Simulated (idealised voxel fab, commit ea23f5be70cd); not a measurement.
Process module, titled voxel gate over fins
Section cut is 255 nm wide and gridded with 5 nm square cells.
Heads up, the way a cross-section reads in here is a grid of square cells, handed over as bands from the top down, with every band being one or more rows of cells. Within each band entry, the heights of the top and of the bottom of the band appear first, in that order and in nm; the materials of the band then follow from left to right, each with its corresponding width in nm. The designation "everywhere" on a single material indicates that it fills the band from edge to edge; the designation "empty" indicates empty space. Heads up on the height convention: 0 is the point under which the incoming wafer is all one material, and the lowest band has no bottom, it just keeps going down, like "0..down". The notation "30..40" denotes a width that varies across the rows of cells in the band, beginning at the first number in the top row, finishing at the second number in the bottom row, and changing by an identical amount from each row to the next. Key: "nothing changed" - step with no changed cell in the cross-section. "Unvented internal voids" contains a list of empty spaces, each no smaller than 8 cells and without an open way to the top, written in the form width x height at distance with the distance from the left edge and all three in nm. Read whatever lies past the settings on a step's line as the simulator's own remark about the step. overlay nm: on a step with a mask, how far right of its planned place the mask lay; negative means left.

# Planned process steps
| 1 | RECEIVE [material Si] |
| 2 | CONFORMAL_DEP [material SiN] [thk nm 5] |
| 3 | MASKED_ETCH [tone cover] [mask id FINS] [width nm 15] [pitch nm 45] [etch materials SiN] [depth nm 5] [overlay nm 0] |
| 4 | MASKED_ETCH [tone cover] [mask id FINS] [width nm 15] [pitch nm 45] [etch materials Si] [depth nm 30] [overlay nm 0] |
| 5 | OXIDIZE [depth nm 5] |
| 6 | FILL_DEP [material SiO2] [thk nm 5] |
| 7 | CMP [height nm 5] |
| 8 | SELECTIVE_ETCH [etch materials SiO2] [depth nm 15] |
| 9 | STRIP [etch materials SiN] |
| 10 | CONFORMAL_DEP [material HfO2] [thk nm 5] |
| 11 | CONFORMAL_DEP [material TiN] [thk nm 5] |
| 12 | FILL_DEP [material W] [thk nm 15] |
| 13 | CMP [height nm 20] |
| 14 | CONFORMAL_DEP [material SiN] [thk nm 5] |

# first wafer, as planned

# Delivered wafer in cross-section: state after step 1
> 0..down | Si everywhere
> Unvented internal voids: none

# Cross-section through the wafer, step 2 finished
> 5..0 | SiN everywhere
> At heights below 0, the structure remains unaltered.

# Cross-section through the wafer, step 3 finished
> 5..0 | empty=50 / SiN=15 / empty=30 / SiN=15 / empty=30 / SiN=15 / empty=30 / SiN=15 / empty=55
> At heights below 0, the structure remains unaltered.

# Cross-section through the wafer, step 4 finished
> 5..0 | empty=50 / SiN=15 / empty=30 / SiN=15 / empty=30 / SiN=15 / empty=30 / SiN=15 / empty=55
> 0..-30 | empty=50 / Si=15 / empty=30 / Si=15 / empty=30 / Si=15 / empty=30 / Si=15 / empty=55
> At heights below -30, the structure remains unaltered.

# Cross-section through the wafer, step 5 finished
> 5..0 | empty=50 / SiN=15 / empty=30 / SiN=15 / empty=30 / SiN=15 / empty=30 / SiN=15 / empty=55
> 0..-30 | empty=50 / SiO2=5 / Si=5 / SiO2=5 / empty=30 / SiO2=5 / Si=5 / SiO2=5 / empty=30 / SiO2=5 / Si=5 / SiO2=5 / empty=30 / SiO2=5 / Si=5 / SiO2=5 / empty=55
> -30..-35 | SiO2=55 / Si=5 / SiO2=40 / Si=5 / SiO2=40 / Si=5 / SiO2=40 / Si=5 / SiO2=60
> At heights below -35, the structure remains unaltered.

# Cross-section through the wafer, step 6 finished
> 10..5 | SiO2 everywhere
> 5..0 | SiO2=50 / SiN=15 / SiO2=30 / SiN=15 / SiO2=30 / SiN=15 / SiO2=30 / SiN=15 / SiO2=55
> 0..-35 | SiO2=55 / Si=5 / SiO2=40 / Si=5 / SiO2=40 / Si=5 / SiO2=40 / Si=5 / SiO2=60
> At heights below -35, the structure remains unaltered.

# Cross-section through the wafer, step 7 finished
> 5..0 | SiO2=50 / SiN=15 / SiO2=30 / SiN=15 / SiO2=30 / SiN=15 / SiO2=30 / SiN=15 / SiO2=55
> At heights below 0, the structure remains unaltered.

# Cross-section through the wafer, step 8 finished
> 5..0 | empty=50 / SiN=15 / empty=30 / SiN=15 / empty=30 / SiN=15 / empty=30 / SiN=15 / empty=55
> 0..-10 | empty=55 / Si=5 / empty=40 / Si=5 / empty=40 / Si=5 / empty=40 / Si=5 / empty=60
> At heights below -10, the structure remains unaltered.

# Cross-section through the wafer, step 9 finished
> 0..-10 | empty=55 / Si=5 / empty=40 / Si=5 / empty=40 / Si=5 / empty=40 / Si=5 / empty=60
> At heights below -10, the structure remains unaltered.

# Cross-section through the wafer, step 10 finished
> 5..0 | empty=50 / HfO2=15 / empty=30 / HfO2=15 / empty=30 / HfO2=15 / empty=30 / HfO2=15 / empty=55
> 0..-5 | empty=50 / HfO2=5 / Si=5 / HfO2=5 / empty=30 / HfO2=5 / Si=5 / HfO2=5 / empty=30 / HfO2=5 / Si=5 / HfO2=5 / empty=30 / HfO2=5 / Si=5 / HfO2=5 / empty=55
> -5..-10 | HfO2=55 / Si=5 / HfO2=40 / Si=5 / HfO2=40 / Si=5 / HfO2=40 / Si=5 / HfO2=60
> At heights below -10, the structure remains unaltered.

# Cross-section through the wafer, step 11 finished
> 10..5 | empty=45 / TiN=25 / empty=20 / TiN=25 / empty=20 / TiN=25 / empty=20 / TiN=25 / empty=50
> 5..0 | empty=45 / TiN=5 / HfO2=15 / TiN=5 / empty=20 / TiN=5 / HfO2=15 / TiN=5 / empty=20 / TiN=5 / HfO2=15 / TiN=5 / empty=20 / TiN=5 / HfO2=15 / TiN=5 / empty=50
> 0..-5 | TiN=50 / HfO2=5 / Si=5 / HfO2=5 / TiN=30 / HfO2=5 / Si=5 / HfO2=5 / TiN=30 / HfO2=5 / Si=5 / HfO2=5 / TiN=30 / HfO2=5 / Si=5 / HfO2=5 / TiN=55
> At heights below -5, the structure remains unaltered.

# Cross-section through the wafer, step 12 finished
> 25..10 | W everywhere
> 10..5 | W=45 / TiN=25 / W=20 / TiN=25 / W=20 / TiN=25 / W=20 / TiN=25 / W=50
> 5..0 | W=45 / TiN=5 / HfO2=15 / TiN=5 / W=20 / TiN=5 / HfO2=15 / TiN=5 / W=20 / TiN=5 / HfO2=15 / TiN=5 / W=20 / TiN=5 / HfO2=15 / TiN=5 / W=50
> At heights below 0, the structure remains unaltered.

# Cross-section through the wafer, step 13 finished
> 20..10 | W everywhere
> At heights below 10, the structure remains unaltered.

# Cross-section through the wafer, step 14 finished
> 25..20 | SiN everywhere
> At heights below 20, the structure remains unaltered.

# Second wafer: same start and same plan as the first, one execution error; identical to the first through step 7

# Second wafer, cut view, end of step 8 per plan
> 5..0 | SiO2=50 / empty=15 / SiO2=30 / empty=15 / SiO2=30 / empty=15 / SiO2=30 / empty=15 / SiO2=55
> At heights below 0, the structure remains unaltered.

# Second wafer, cut view, end of step 9 per plan
> 0..-10 | empty=55 / Si=5 / empty=40 / Si=5 / empty=40 / Si=5 / empty=40 / Si=5 / empty=60
> -10..-15 | SiO2=35 / empty=20 / Si=5 / empty=40 / Si=5 / empty=40 / Si=5 / empty=40 / Si=5 / empty=20 / SiO2=40
> At heights below -15, the structure remains unaltered.

# Second wafer, cut view, end of step 10 per plan
> 5..0 | empty=50 / HfO2=15 / empty=30 / HfO2=15 / empty=30 / HfO2=15 / empty=30 / HfO2=15 / empty=55
> 0..-5 | empty=50 / HfO2=5 / Si=5 / HfO2=5 / empty=30 / HfO2=5 / Si=5 / HfO2=5 / empty=30 / HfO2=5 / Si=5 / HfO2=5 / empty=30 / HfO2=5 / Si=5 / HfO2=5 / empty=55
> -5..-10 | HfO2=40 / empty=10 / HfO2=5 / Si=5 / HfO2=5 / empty=30 / HfO2=5 / Si=5 / HfO2=5 / empty=30 / HfO2=5 / Si=5 / HfO2=5 / empty=30 / HfO2=5 / Si=5 / HfO2=5 / empty=10 / HfO2=45
> -10..-15 | SiO2=35 / HfO2=20 / Si=5 / HfO2=40 / Si=5 / HfO2=40 / Si=5 / HfO2=40 / Si=5 / HfO2=20 / SiO2=40
> At heights below -15, the structure remains unaltered.

# Second wafer, cut view, end of step 11 per plan
> 10..5 | empty=45 / TiN=25 / empty=20 / TiN=25 / empty=20 / TiN=25 / empty=20 / TiN=25 / empty=50
> 5..0 | empty=45 / TiN=5 / HfO2=15 / TiN=5 / empty=20 / TiN=5 / HfO2=15 / TiN=5 / empty=20 / TiN=5 / HfO2=15 / TiN=5 / empty=20 / TiN=5 / HfO2=15 / TiN=5 / empty=50
> 0..-5 | TiN=50 / HfO2=5 / Si=5 / HfO2=5 / TiN=5 / empty=20 / TiN=5 / HfO2=5 / Si=5 / HfO2=5 / TiN=5 / empty=20 / TiN=5 / HfO2=5 / Si=5 / HfO2=5 / TiN=5 / empty=20 / TiN=5 / HfO2=5 / Si=5 / HfO2=5 / TiN=55
> -5..-10 | HfO2=40 / TiN=10 / HfO2=5 / Si=5 / HfO2=5 / TiN=30 / HfO2=5 / Si=5 / HfO2=5 / TiN=30 / HfO2=5 / Si=5 / HfO2=5 / TiN=30 / HfO2=5 / Si=5 / HfO2=5 / TiN=10 / HfO2=45
> At heights below -10, the structure remains unaltered.

# Second wafer, cut view, end of step 12 per plan
> 25..10 | W everywhere
> 10..5 | W=45 / TiN=25 / W=20 / TiN=25 / W=20 / TiN=25 / W=20 / TiN=25 / W=50
> 5..0 | W=45 / TiN=5 / HfO2=15 / TiN=5 / W=20 / TiN=5 / HfO2=15 / TiN=5 / W=20 / TiN=5 / HfO2=15 / TiN=5 / W=20 / TiN=5 / HfO2=15 / TiN=5 / W=50
> 0..-5 | TiN=50 / HfO2=5 / Si=5 / HfO2=5 / TiN=5 / W=20 / TiN=5 / HfO2=5 / Si=5 / HfO2=5 / TiN=5 / W=20 / TiN=5 / HfO2=5 / Si=5 / HfO2=5 / TiN=5 / W=20 / TiN=5 / HfO2=5 / Si=5 / HfO2=5 / TiN=55
> At heights below -5, the structure remains unaltered.

# Second wafer, cut view, end of step 13 per plan
> 20..10 | W everywhere
> At heights below 10, the structure remains unaltered.

# Second wafer, cut view, end of step 14 per plan
> 25..20 | SiN everywhere
> At heights below 20, the structure remains unaltered.
Short version of what went wrong: steps 8 and 9 swapped
Upon completion, the second wafer contains, in terms of cells, a greater or smaller amount of certain materials than the first wafer: +10 HfO2; -32 SiO2; +10 TiN; +12 W
